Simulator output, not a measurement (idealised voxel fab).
The process module that follows is named voxel double patterning.
cross-section cut | 160 nm wide | cells 5 nm
A cross-section is written here as square cells arranged in a grid, and it is given in bands from the top down, each band taking up one or more rows of cells. Within each band entry, the heights of the top and of the bottom of the band appear first, in that order and in nm; the materials of the band then follow from left to right, each with its corresponding width in nm. The designation "edge to edge" on a single material indicates that it fills the band from edge to edge; the designation "blank" indicates empty space. Heights are measured from 0, the level below which the as-received wafer is all one material; the lowest band has no bottom and continues downward, written as in "z 0 and below". Per-row width for "30 to 40": begins at first number (top row of band), ends at second number (bottom row), increment between rows held constant. For the purposes of this document, the phrase "nothing altered" attached to a step denotes that no cell within the cross-section was modified by that step. Closed-off voids of 8+ cells (no open route to the top) go in "Sealed void listing", written width x height at distance from the left edge, in nm. Note: text after step settings on the step line = simulator remark on that step. overlay nm, on a step with a mask: how far to the right of its planned place the mask lay; to the left if negative.

Planned step list for the process:
1,op RECEIVE | material Si
2,op CONFORMAL_DEP | material SiO2 | thk nm 10
3,op DIRECTIONAL_DEP | material polySi | thk nm 15
4,op DIRECTIONAL_DEP | material SiN | thk nm 10
5,op PATTERN | tone open | mask id FIRST | material resist | width nm 15 | pitch nm 50 | thk nm 20 | overlay nm 0
6,op DIRECTIONAL_ETCH | etch materials SiN | depth nm 10
7,op STRIP | etch materials resist
8,op MASKED_ETCH | tone open | mask id SECOND | width nm 15 | pitch nm 50 | etch materials SiN | depth nm 10 | overlay nm 0
9,op DIRECTIONAL_ETCH | etch materials polySi | depth nm 15
10,op STRIP | etch materials SiN

As received, after step 1:
    z 0 and below: Si edge to edge
    Sealed void listing: none

Cross-section at module end, one run error; start and plan unchanged from above:
    z 35 to 25: SiN 20 nm / blank 15 nm / SiN 10 nm / blank 15 nm / SiN 10 nm / blank 15 nm / SiN 10 nm / blank 15 nm / SiN 10 nm / blank 15 nm / SiN 25 nm
    z 25 to 10: polySi 20 nm / blank 15 nm / polySi 10 nm / blank 15 nm / polySi 10 nm / blank 15 nm / polySi 10 nm / blank 15 nm / polySi 10 nm / blank 15 nm / polySi 25 nm
    z 10 to 0: SiO2 edge to edge
    z 0 and below: Si edge to edge
    Sealed void listing: none
Nonconformance to the process plan: with respect to the plan, step 10 was omitted and not executed
